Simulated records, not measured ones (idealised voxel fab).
The process module that follows is named voxel wiring stack.
For reference, the cross-section in this document is cut, with width 280 nm and square cells of 5 nm.
Cross-section layout: square cells on a grid; listed as bands, top to bottom; a band spans one or more cell rows.
This entry defines a band. It first specifies the height of the band's top and the height of its bottom in nm, and then specifies the band's materials from left to right, stating each material with its width in nm. The word "throughout" identifies a single material that fills the band from edge to edge, while the word "blank" identifies empty space.
Beneath 0, the wafer as received is one material, and that level is where height counting begins. The lowest band goes on downward without a bottom; it is written like "0 nm and below".
The two numbers in a width such as "30->40" mark its ends across the band: the first belongs to the top row of cells, the second to the bottom row, and from each row to the next the width moves by the same amount.
It should be understood that the words "everything unchanged", when stated for a given step, signify that the cross-section underwent no change in any of its cells during that step.
Entry "Catalogued sealed voids". Content: empty spaces with no open connection to the top, size 8 cells or greater. Each: width x height at distance. Distance: from left edge. Unit: nm.
Whatever follows a step's settings on its line is a remark the simulator itself makes about that step.
"overlay nm", when on a step's line for a step with a mask, measures how far to the right of its planned place the mask lay; a negative measure means to the left.
### The planned process steps are enumerated hereunder
| 1 | op RECEIVE | material Si |
| 2 | op CONFORMAL_DEP | material SiO2 | thk nm 10 |
| 3 | op CONFORMAL_DEP | material SiCN | thk nm 5 |
| 4 | op DIRECTIONAL_DEP | material lowk | thk nm 25 |
| 5 | op DIRECTIONAL_DEP | material aC | thk nm 10 |
| 6 | op PATTERN | tone open | mask id METAL_1 | material resist | width nm 30 | pitch nm 55 | thk nm 30 | overlay nm 0 |
| 7 | op DIRECTIONAL_ETCH | etch materials aC | depth nm 10 |
| 8 | op STRIP | etch materials resist |
| 9 | op DIRECTIONAL_ETCH | etch materials lowk | depth nm 25 |
| 10 | op DIRECTIONAL_ETCH | etch materials SiCN | depth nm 5 |
| 11 | op STRIP | etch materials aC |
| 12 | op CONFORMAL_DEP | material TiN | thk nm 5 |
| 13 | op FILL_DEP | material Ru | thk nm 5 |
| 14 | op CMP | height nm 40 |
| 15 | op EPI | material Ru | thk nm 5 |
| 16 | op FILL_DEP | material SiCN | thk nm 5 |
| 17 | op DIRECTIONAL_DEP | material lowk | thk nm 15 |
| 18 | op DIRECTIONAL_DEP | material aC | thk nm 15 |
| 19 | op PATTERN | tone open | mask id PLUG_1 | material resist | width nm 15 | pitch nm 110 | thk nm 35 | overlay nm 0 |
| 20 | op DIRECTIONAL_ETCH | etch materials aC | depth nm 15 |
| 21 | op STRIP | etch materials resist |
| 22 | op DIRECTIONAL_ETCH | etch materials lowk | depth nm 15 |
| 23 | op DIRECTIONAL_ETCH | etch materials SiCN | depth nm 5 |
| 24 | op STRIP | etch materials aC |
| 25 | op EPI | material Ru | thk nm 10 |
| 26 | op EPI | material Ru | thk nm 10 |
| 27 | op DIRECTIONAL_DEP | material TiN | thk nm 5 |
| 28 | op DIRECTIONAL_DEP | material W | thk nm 25 |
| 29 | op DIRECTIONAL_DEP | material aC | thk nm 10 |
| 30 | op PATTERN | tone cover | mask id METAL_2 | material resist | width nm 30 | pitch nm 55 | thk nm 30 | overlay nm 0 |
| 31 | op DIRECTIONAL_ETCH | etch materials aC | depth nm 10 |
| 32 | op STRIP | etch materials resist |
| 33 | op DIRECTIONAL_ETCH | etch materials W | depth nm 25 |
| 34 | op DIRECTIONAL_ETCH | etch materials TiN | depth nm 5 |
| 35 | op STRIP | etch materials aC |
| 36 | op CONFORMAL_DEP | material SiCN | thk nm 5 |
| 37 | op FILL_DEP | material lowk | thk nm 5 |
| 38 | op CMP | height nm 95 |
| 39 | op CONFORMAL_DEP | material SiCN | thk nm 5 |
| 40 | op DIRECTIONAL_DEP | material SiO2 | thk nm 20 |
| 41 | op MASKED_ETCH | tone open | mask id PLUG_2 | width nm 15 | pitch nm 55 | etch materials SiO2 | depth nm 20 | overlay nm 0 |
| 42 | op MASKED_ETCH | tone open | mask id PLUG_2 | width nm 15 | pitch nm 55 | etch materials SiCN | depth nm 5 | overlay nm 0 |
| 43 | op EPI | material Ru | thk nm 10 |
| 44 | op EPI | material Ru | thk nm 10 |
| 45 | op EPI | material Ru | thk nm 5 |
| 46 | op DIRECTIONAL_DEP | material TiN | thk nm 5 |
| 47 | op DIRECTIONAL_DEP | material Ru | thk nm 25 |
| 48 | op MASKED_ETCH | tone cover | mask id METAL_3 | width nm 30 | pitch nm 55 | etch materials Ru | depth nm 25 | overlay nm 0 |
| 49 | op MASKED_ETCH | tone cover | mask id METAL_3 | width nm 30 | pitch nm 55 | etch materials TiN | depth nm 5 | overlay nm 0 |
| 50 | op FILL_DEP | material lowk | thk nm 5 |
| 51 | op CMP | height nm 150 |
| 52 | op CONFORMAL_DEP | material SiN | thk nm 5 |
### Wafer cross-section on receipt, i.e. after step 1
	0 nm and below  Si throughout
	Catalogued sealed voids: none
### Figure: cross-sectional view of the wafer upon completion of the module, processed from the initial state and according to the plan depicted above, with one error introduced during execution
	155 nm to 150 nm  SiN throughout
	150 nm to 125 nm  55 of lowk, 15 of Ru, 25 of lowk, 30 of Ru, 40 of lowk, 15 of Ru, 25 of lowk, 30 of Ru, 45 of lowk
	125 nm to 120 nm  40 of lowk, 15 of Ru, 15 of TiN, 25 of lowk, 30 of TiN, 25 of lowk, 15 of Ru, 15 of TiN, 25 of lowk, 30 of TiN, 45 of lowk
	120 nm to 100 nm  40 of SiO2, 15 of Ru, 40 of SiO2, 15 of Ru, 40 of SiO2, 15 of Ru, 40 of SiO2, 15 of Ru, 60 of SiO2
	100 nm to 95 nm  40 of SiCN, 15 of TiN, 40 of SiCN, 15 of Ru, 40 of SiCN, 15 of TiN, 40 of SiCN, 15 of Ru, 60 of SiCN
	95 nm to 90 nm  35 of lowk, 20 of SiCN, 15 of W, 5 of SiCN, 15 of lowk, 5 of SiCN, 30 of W, 5 of SiCN, 15 of lowk, 20 of SiCN, 15 of W, 5 of SiCN, 15 of lowk, 5 of SiCN, 30 of W, 5 of SiCN, 40 of lowk
	90 nm to 70 nm  35 of lowk, 5 of SiCN, 30 of W, 5 of SiCN, 15 of lowk, 5 of SiCN, 30 of W, 5 of SiCN, 15 of lowk, 5 of SiCN, 30 of W, 5 of SiCN, 15 of lowk, 5 of SiCN, 30 of W, 5 of SiCN, 40 of lowk
	70 nm to 65 nm  40 of SiCN, 15 of W, 15 of TiN, 25 of SiCN, 30 of TiN, 25 of SiCN, 15 of W, 15 of TiN, 25 of SiCN, 30 of TiN, 45 of SiCN
	65 nm to 60 nm  40 of lowk, 15 of TiN, 95 of lowk, 15 of TiN, 115 of lowk
	60 nm to 50 nm  lowk throughout
	50 nm to 45 nm  SiCN throughout
	45 nm to 40 nm  35 of SiCN, 40 of Ru, 15 of SiCN, 40 of Ru, 15 of SiCN, 40 of Ru, 15 of SiCN, 40 of Ru, 40 of SiCN
	40 nm to 15 nm  40 of lowk, 5 of TiN, 20 of Ru, 5 of TiN, 25 of lowk, 5 of TiN, 20 of Ru, 5 of TiN, 25 of lowk, 5 of TiN, 20 of Ru, 5 of TiN, 25 of lowk, 5 of TiN, 20 of Ru, 5 of TiN, 45 of lowk
	15 nm to 10 nm  40 of SiCN, 30 of TiN, 25 of SiCN, 30 of TiN, 25 of SiCN, 30 of TiN, 25 of SiCN, 30 of TiN, 45 of SiCN
	10 nm to 0 nm  SiO2 throughout
	0 nm and below  Si throughout
	Catalogued sealed voids: none
Processing error: rather than as planned, step 22 actually ran as op DIRECTIONAL_ETCH | etch materials lowk | depth nm 5
